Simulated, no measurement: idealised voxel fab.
The following is a process module called voxel capacitor over wiring.
300 nm wide, 5 nm square cells: that's cross-section cut.
Notation: cross-section as square-cell grid; stated in bands, top first, going down; one or more cell rows per band.
Band: top and bottom heights (nm) first, top before bottom; then materials from left to right, widths in nm. "all across" marks a sole material filling the band edge to edge. "air" denotes empty space.
Heads up on the height convention: 0 is the point under which the incoming wafer is all one material, and the lowest band has no bottom, it just keeps going down, like "0 and below".
Width: "30..40" (first number = top row, second number = bottom row, same change from row to row of cells).
Step note "no alteration" = no cross-section cell changed.
Closed empty spaces (no open way to the top) of 8 cells or more are what "Trapped voids" lists, each as width x height at distance from the left edge, nm for all three.
Where a step's line continues beyond its settings, the continuation is a remark by the simulator itself on that step.
The "overlay nm" setting may appear on a step's line; for a step that uses a mask, it gives how far to the right of its planned position the mask lay, and a negative value indicates the left.

[Planned process steps]
1: op RECEIVE | material Si
2: op CONFORMAL_DEP | material SiO2 | thk nm 15
3: op DIRECTIONAL_DEP | material TiN | thk nm 5
4: op DIRECTIONAL_DEP | material W | thk nm 20
5: op PATTERN | tone cover | mask id METAL_1 | material resist | width nm 25 | pitch nm 75 | thk nm 20 | overlay nm 0
6: op DIRECTIONAL_ETCH | etch materials W | depth nm 20
7: op DIRECTIONAL_ETCH | etch materials TiN | depth nm 5
8: op STRIP | etch materials resist
9: op CONFORMAL_DEP | material SiN | thk nm 5
10: op FILL_DEP | material lowk | thk nm 10
11: op CMP | height nm 40
12: op CONFORMAL_DEP | material SiCN | thk nm 5
13: op DIRECTIONAL_DEP | material SiO2 | thk nm 20
14: op MASKED_ETCH | tone open | mask id PLUG_1 | width nm 15 | etch materials SiO2 | depth nm 20 | overlay nm 0
15: op MASKED_ETCH | tone open | mask id PLUG_1 | width nm 15 | etch materials SiCN | depth nm 5 | overlay nm 0
16: op EPI | material Ru | thk nm 10
17: op EPI | material Ru | thk nm 10
18: op EPI | material Ru | thk nm 5
19: op DIRECTIONAL_DEP | material TiN | thk nm 10
20: op DIRECTIONAL_DEP | material HfO2 | thk nm 5
21: op DIRECTIONAL_DEP | material TiN | thk nm 10
22: op MASKED_ETCH | tone cover | mask id UPPER_PLATE | width nm 55 | etch materials TiN | depth nm 10 | overlay nm 0
23: op MASKED_ETCH | tone cover | mask id UPPER_PLATE | width nm 55 | etch materials HfO2 | depth nm 5 | overlay nm 0
24: op DIRECTIONAL_DEP | material aC | thk nm 15
25: op PATTERN | tone cover | mask id LOWER_PLATE | material resist | width nm 65 | thk nm 35 | overlay nm 0
26: op DIRECTIONAL_ETCH | etch materials aC | depth nm 15
27: op STRIP | etch materials resist
28: op DIRECTIONAL_ETCH | etch materials TiN | depth nm 10
29: op STRIP | etch materials aC
30: op FILL_DEP | material SiO2 | thk nm 20
31: op CMP | height nm 105
32: op DIRECTIONAL_DEP | material aC | thk nm 10
33: op PATTERN | tone open | mask id PLUG_2 | material resist | width nm 15 | thk nm 25 | overlay nm 0
34: op DIRECTIONAL_ETCH | etch materials aC | depth nm 10
35: op STRIP | etch materials resist
36: op DIRECTIONAL_ETCH | etch materials SiO2 | depth nm 15
37: op STRIP | etch materials aC
38: op CONFORMAL_DEP | material TiN | thk nm 5
39: op FILL_DEP | material W | thk nm 5
40: op CMP | height nm 105
41: op CONFORMAL_DEP | material SiCN | thk nm 5

[First out of two wafers; run went to plan]

[Wafer cross-section on receipt, i.e. after step 1]
    0 and below  Si all across
    Trapped voids: none

[Cross-section of the wafer subsequent to step 2]
    15 down to 0  SiO2 all across
    Below 0, the layers are the same as they were.

[Cross-section of the wafer subsequent to step 3]
    20 down to 15  TiN all across
    Below 15, the layers are the same as they were.

[Cross-section of the wafer subsequent to step 4]
    40 down to 20  W all across
    Below 20, the layers are the same as they were.

[Cross-section of the wafer subsequent to step 5]
    60 down to 40  100 air, 25 resist, 50 air, 25 resist, 100 air
    Below 40, the layers are the same as they were.

[Cross-section of the wafer subsequent to step 6]
    60 down to 40  100 air, 25 resist, 50 air, 25 resist, 100 air
    40 down to 20  100 air, 25 W, 50 air, 25 W, 100 air
    Below 20, the layers are the same as they were.

[Cross-section of the wafer subsequent to step 7]
    60 down to 40  100 air, 25 resist, 50 air, 25 resist, 100 air
    40 down to 20  100 air, 25 W, 50 air, 25 W, 100 air
    20 down to 15  100 air, 25 TiN, 50 air, 25 TiN, 100 air
    Below 15, the layers are the same as they were.

[Cross-section of the wafer subsequent to step 8]
    40 down to 20  100 air, 25 W, 50 air, 25 W, 100 air
    Below 20, the layers are the same as they were.

[Cross-section of the wafer subsequent to step 9]
    45 down to 40  95 air, 35 SiN, 40 air, 35 SiN, 95 air
    40 down to 20  95 air, 5 SiN, 25 W, 5 SiN, 40 air, 5 SiN, 25 W, 5 SiN, 95 air
    20 down to 15  100 SiN, 25 TiN, 50 SiN, 25 TiN, 100 SiN
    Below 15, the layers are the same as they were.

[Cross-section of the wafer subsequent to step 10]
    55 down to 45  lowk all across
    45 down to 40  95 lowk, 35 SiN, 40 lowk, 35 SiN, 95 lowk
    40 down to 20  95 lowk, 5 SiN, 25 W, 5 SiN, 40 lowk, 5 SiN, 25 W, 5 SiN, 95 lowk
    Below 20, the layers are the same as they were.

[Cross-section of the wafer subsequent to step 11]
    40 down to 20  95 lowk, 5 SiN, 25 W, 5 SiN, 40 lowk, 5 SiN, 25 W, 5 SiN, 95 lowk
    Below 20, the layers are the same as they were.

[Cross-section of the wafer subsequent to step 12]
    45 down to 40  SiCN all across
    Below 40, the layers are the same as they were.

[Cross-section of the wafer subsequent to step 13]
    65 down to 45  SiO2 all across
    Below 45, the layers are the same as they were.

[Cross-section of the wafer subsequent to step 14]
    65 down to 45  110 SiO2, 15 air, 175 SiO2
    Below 45, the layers are the same as they were.

[Cross-section of the wafer subsequent to step 15]
    65 down to 45  110 SiO2, 15 air, 175 SiO2
    45 down to 40  110 SiCN, 15 air, 175 SiCN
    Below 40, the layers are the same as they were.

[Cross-section of the wafer subsequent to step 16]
    65 down to 50  110 SiO2, 15 air, 175 SiO2
    50 down to 45  110 SiO2, 15 Ru, 175 SiO2
    45 down to 40  110 SiCN, 15 Ru, 175 SiCN
    Below 40, the layers are the same as they were.

[Cross-section of the wafer subsequent to step 17]
    65 down to 60  110 SiO2, 15 air, 175 SiO2
    60 down to 45  110 SiO2, 15 Ru, 175 SiO2
    Below 45, the layers are the same as they were.

[Cross-section of the wafer subsequent to step 18]
    65 down to 45  110 SiO2, 15 Ru, 175 SiO2
    Below 45, the layers are the same as they were.

[Cross-section of the wafer subsequent to step 19]
    75 down to 65  TiN all across
    Below 65, the layers are the same as they were.

[Cross-section of the wafer subsequent to step 20]
    80 down to 75  HfO2 all across
    Below 75, the layers are the same as they were.

[Cross-section of the wafer subsequent to step 21]
    90 down to 80  TiN all across
    Below 80, the layers are the same as they were.

[Cross-section of the wafer subsequent to step 22]
    90 down to 80  110 air, 55 TiN, 135 air
    Below 80, the layers are the same as they were.

[Cross-section of the wafer subsequent to step 23]
    90 down to 80  110 air, 55 TiN, 135 air
    80 down to 75  110 air, 55 HfO2, 135 air
    Below 75, the layers are the same as they were.

[Cross-section of the wafer subsequent to step 24]
    105 down to 90  110 air, 55 aC, 135 air
    90 down to 80  110 aC, 55 TiN, 135 aC
    80 down to 75  110 aC, 55 HfO2, 135 aC
    Below 75, the layers are the same as they were.

[Cross-section of the wafer subsequent to step 25]
    140 down to 105  105 air, 65 resist, 130 air
    105 down to 90  105 air, 5 resist, 55 aC, 5 resist, 130 air
    Below 90, the layers are the same as they were.

[Cross-section of the wafer subsequent to step 26]
    125 down to 105  105 air, 65 resist, 130 air
    105 down to 90  105 air, 5 resist, 55 aC, 5 resist, 130 air
    90 down to 80  105 air, 5 aC, 55 TiN, 5 aC, 130 air
    80 down to 75  105 air, 5 aC, 55 HfO2, 5 aC, 130 air
    Below 75, the layers are the same as they were.

[Cross-section of the wafer subsequent to step 27]
    105 down to 90  110 air, 55 aC, 135 air
    Below 90, the layers are the same as they were.

[Cross-section of the wafer subsequent to step 28]
    105 down to 90  110 air, 55 aC, 135 air
    90 down to 80  105 air, 5 aC, 55 TiN, 5 aC, 130 air
    80 down to 75  105 air, 5 aC, 55 HfO2, 5 aC, 130 air
    75 down to 65  105 air, 65 TiN, 130 air
    Below 65, the layers are the same as they were.

[Cross-section of the wafer subsequent to step 29]
    90 down to 80  110 air, 55 TiN, 135 air
    80 down to 75  110 air, 55 HfO2, 135 air
    Below 75, the layers are the same as they were.

[Cross-section of the wafer subsequent to step 30]
    110 down to 90  SiO2 all across
    90 down to 80  110 SiO2, 55 TiN, 135 SiO2
    80 down to 75  110 SiO2, 55 HfO2, 135 SiO2
    75 down to 65  105 SiO2, 65 TiN, 130 SiO2
    Below 65, the layers are the same as they were.

[Cross-section of the wafer subsequent to step 31]
    105 down to 90  SiO2 all across
    Below 90, the layers are the same as they were.

[Cross-section of the wafer subsequent to step 32]
    115 down to 105  aC all across
    Below 105, the layers are the same as they were.

[Cross-section of the wafer subsequent to step 33]
    140 down to 115  120 resist, 15 air, 165 resist
    Below 115, the layers are the same as they were.

[Cross-section of the wafer subsequent to step 34]
    130 down to 115  120 resist, 15 air, 165 resist
    115 down to 105  120 aC, 15 air, 165 aC
    Below 105, the layers are the same as they were.

[Cross-section of the wafer subsequent to step 35]
    115 down to 105  120 aC, 15 air, 165 aC
    Below 105, the layers are the same as they were.

[Cross-section of the wafer subsequent to step 36]
    115 down to 105  120 aC, 15 air, 165 aC
    105 down to 90  120 SiO2, 15 air, 165 SiO2
    Below 90, the layers are the same as they were.

[Cross-section of the wafer subsequent to step 37]
    105 down to 90  120 SiO2, 15 air, 165 SiO2
    Below 90, the layers are the same as they were.

[Cross-section of the wafer subsequent to step 38]
    110 down to 105  125 TiN, 5 air, 170 TiN
    105 down to 95  120 SiO2, 5 TiN, 5 air, 5 TiN, 165 SiO2
    95 down to 90  120 SiO2, 15 TiN, 165 SiO2
    Below 90, the layers are the same as they were.

[Cross-section of the wafer subsequent to step 39]
    115 down to 110  W all across
    110 down to 105  125 TiN, 5 W, 170 TiN
    105 down to 95  120 SiO2, 5 TiN, 5 W, 5 TiN, 165 SiO2
    Below 95, the layers are the same as they were.

[Cross-section of the wafer subsequent to step 40]
    105 down to 95  120 SiO2, 5 TiN, 5 W, 5 TiN, 165 SiO2
    Below 95, the layers are the same as they were.

[Cross-section of the wafer subsequent to step 41]
    110 down to 105  SiCN all across
    Below 105, the layers are the same as they were.

[For the second wafer, take the first wafer's start and plan, then add one mistake made in running it; everything through step 4, that step included, is shared with the first]

[Cross-section: second wafer, time at which step 5 was scheduled to end]
    60 down to 40  110 air, 25 resist, 50 air, 25 resist, 90 air
    Below 40, the layers are the same as they were.

[Cross-section: second wafer, time at which step 6 was scheduled to end]
    60 down to 40  110 air, 25 resist, 50 air, 25 resist, 90 air
    40 down to 20  110 air, 25 W, 50 air, 25 W, 90 air
    Below 20, the layers are the same as they were.

[Cross-section: second wafer, time at which step 7 was scheduled to end]
    60 down to 40  110 air, 25 resist, 50 air, 25 resist, 90 air
    40 down to 20  110 air, 25 W, 50 air, 25 W, 90 air
    20 down to 15  110 air, 25 TiN, 50 air, 25 TiN, 90 air
    Below 15, the layers are the same as they were.

[Cross-section: second wafer, time at which step 8 was scheduled to end]
    40 down to 20  110 air, 25 W, 50 air, 25 W, 90 air
    Below 20, the layers are the same as they were.

[Cross-section: second wafer, time at which step 9 was scheduled to end]
    45 down to 40  105 air, 35 SiN, 40 air, 35 SiN, 85 air
    40 down to 20  105 air, 5 SiN, 25 W, 5 SiN, 40 air, 5 SiN, 25 W, 5 SiN, 85 air
    20 down to 15  110 SiN, 25 TiN, 50 SiN, 25 TiN, 90 SiN
    Below 15, the layers are the same as they were.

[Cross-section: second wafer, time at which step 10 was scheduled to end]
    55 down to 45  lowk all across
    45 down to 40  105 lowk, 35 SiN, 40 lowk, 35 SiN, 85 lowk
    40 down to 20  105 lowk, 5 SiN, 25 W, 5 SiN, 40 lowk, 5 SiN, 25 W, 5 SiN, 85 lowk
    Below 20, the layers are the same as they were.

[Cross-section: second wafer, time at which step 11 was scheduled to end]
    40 down to 20  105 lowk, 5 SiN, 25 W, 5 SiN, 40 lowk, 5 SiN, 25 W, 5 SiN, 85 lowk
    Below 20, the layers are the same as they were.

[Cross-section: second wafer, time at which step 12 was scheduled to end]
    45 down to 40  SiCN all across
    Below 40, the layers are the same as they were.

[Cross-section: second wafer, time at which step 13 was scheduled to end]
    65 down to 45  SiO2 all across
    Below 45, the layers are the same as they were.

[Cross-section: second wafer, time at which step 14 was scheduled to end]
    65 down to 45  110 SiO2, 15 air, 175 SiO2
    Below 45, the layers are the same as they were.

[Cross-section: second wafer, time at which step 15 was scheduled to end]
    65 down to 45  110 SiO2, 15 air, 175 SiO2
    45 down to 40  110 SiCN, 15 air, 175 SiCN
    Below 40, the layers are the same as they were.

[Cross-section: second wafer, time at which step 16 was scheduled to end]
    65 down to 50  110 SiO2, 15 air, 175 SiO2
    50 down to 45  110 SiO2, 15 Ru, 175 SiO2
    45 down to 40  110 SiCN, 15 Ru, 175 SiCN
    Below 40, the layers are the same as they were.

[Cross-section: second wafer, time at which step 17 was scheduled to end]
    65 down to 60  110 SiO2, 15 air, 175 SiO2
    60 down to 45  110 SiO2, 15 Ru, 175 SiO2
    Below 45, the layers are the same as they were.

[Cross-section: second wafer, time at which step 18 was scheduled to end]
    65 down to 45  110 SiO2, 15 Ru, 175 SiO2
    Below 45, the layers are the same as they were.

[Cross-section: second wafer, time at which step 19 was scheduled to end]
    75 down to 65  TiN all across
    Below 65, the layers are the same as they were.

[Cross-section: second wafer, time at which step 20 was scheduled to end]
    80 down to 75  HfO2 all across
    Below 75, the layers are the same as they were.

[Cross-section: second wafer, time at which step 21 was scheduled to end]
    90 down to 80  TiN all across
    Below 80, the layers are the same as they were.

[Cross-section: second wafer, time at which step 22 was scheduled to end]
    90 down to 80  110 air, 55 TiN, 135 air
    Below 80, the layers are the same as they were.

[Cross-section: second wafer, time at which step 23 was scheduled to end]
    90 down to 80  110 air, 55 TiN, 135 air
    80 down to 75  110 air, 55 HfO2, 135 air
    Below 75, the layers are the same as they were.

[Cross-section: second wafer, time at which step 24 was scheduled to end]
    105 down to 90  110 air, 55 aC, 135 air
    90 down to 80  110 aC, 55 TiN, 135 aC
    80 down to 75  110 aC, 55 HfO2, 135 aC
    Below 75, the layers are the same as they were.

[Cross-section: second wafer, time at which step 25 was scheduled to end]
    140 down to 105  105 air, 65 resist, 130 air
    105 down to 90  105 air, 5 resist, 55 aC, 5 resist, 130 air
    Below 90, the layers are the same as they were.

[Cross-section: second wafer, time at which step 26 was scheduled to end]
    125 down to 105  105 air, 65 resist, 130 air
    105 down to 90  105 air, 5 resist, 55 aC, 5 resist, 130 air
    90 down to 80  105 air, 5 aC, 55 TiN, 5 aC, 130 air
    80 down to 75  105 air, 5 aC, 55 HfO2, 5 aC, 130 air
    Below 75, the layers are the same as they were.

[Cross-section: second wafer, time at which step 27 was scheduled to end]
    105 down to 90  110 air, 55 aC, 135 air
    Below 90, the layers are the same as they were.

[Cross-section: second wafer, time at which step 28 was scheduled to end]
    105 down to 90  110 air, 55 aC, 135 air
    90 down to 80  105 air, 5 aC, 55 TiN, 5 aC, 130 air
    80 down to 75  105 air, 5 aC, 55 HfO2, 5 aC, 130 air
    75 down to 65  105 air, 65 TiN, 130 air
    Below 65, the layers are the same as they were.

[Cross-section: second wafer, time at which step 29 was scheduled to end]
    90 down to 80  110 air, 55 TiN, 135 air
    80 down to 75  110 air, 55 HfO2, 135 air
    Below 75, the layers are the same as they were.

[Cross-section: second wafer, time at which step 30 was scheduled to end]
    110 down to 90  SiO2 all across
    90 down to 80  110 SiO2, 55 TiN, 135 SiO2
    80 down to 75  110 SiO2, 55 HfO2, 135 SiO2
    75 down to 65  105 SiO2, 65 TiN, 130 SiO2
    Below 65, the layers are the same as they were.

[Cross-section: second wafer, time at which step 31 was scheduled to end]
    105 down to 90  SiO2 all across
    Below 90, the layers are the same as they were.

[Cross-section: second wafer, time at which step 32 was scheduled to end]
    115 down to 105  aC all across
    Below 105, the layers are the same as they were.

[Cross-section: second wafer, time at which step 33 was scheduled to end]
    140 down to 115  120 resist, 15 air, 165 resist
    Below 115, the layers are the same as they were.

[Cross-section: second wafer, time at which step 34 was scheduled to end]
    130 down to 115  120 resist, 15 air, 165 resist
    115 down to 105  120 aC, 15 air, 165 aC
    Below 105, the layers are the same as they were.

[Cross-section: second wafer, time at which step 35 was scheduled to end]
    115 down to 105  120 aC, 15 air, 165 aC
    Below 105, the layers are the same as they were.

[Cross-section: second wafer, time at which step 36 was scheduled to end]
    115 down to 105  120 aC, 15 air, 165 aC
    105 down to 90  120 SiO2, 15 air, 165 SiO2
    Below 90, the layers are the same as they were.

[Cross-section: second wafer, time at which step 37 was scheduled to end]
    105 down to 90  120 SiO2, 15 air, 165 SiO2
    Below 90, the layers are the same as they were.

[Cross-section: second wafer, time at which step 38 was scheduled to end]
    110 down to 105  125 TiN, 5 air, 170 TiN
    105 down to 95  120 SiO2, 5 TiN, 5 air, 5 TiN, 165 SiO2
    95 down to 90  120 SiO2, 15 TiN, 165 SiO2
    Below 90, the layers are the same as they were.

[Cross-section: second wafer, time at which step 39 was scheduled to end]
    115 down to 110  W all across
    110 down to 105  125 TiN, 5 W, 170 TiN
    105 down to 95  120 SiO2, 5 TiN, 5 W, 5 TiN, 165 SiO2
    Below 95, the layers are the same as they were.

[Cross-section: second wafer, time at which step 40 was scheduled to end]
    105 down to 95  120 SiO2, 5 TiN, 5 W, 5 TiN, 165 SiO2
    Below 95, the layers are the same as they were.

[Cross-section: second wafer, time at which step 41 was scheduled to end]
    110 down to 105  SiCN all across
    Below 105, the layers are the same as they were.
Diagnosis: step 5 ran with different settings than intended, the actual operation and settings being op PATTERN | tone cover | mask id METAL_1 | material resist | width nm 25 | pitch nm 75 | thk nm 20 | overlay nm 10
End check, second vs first wafer: material counts in cells match, positions do not.
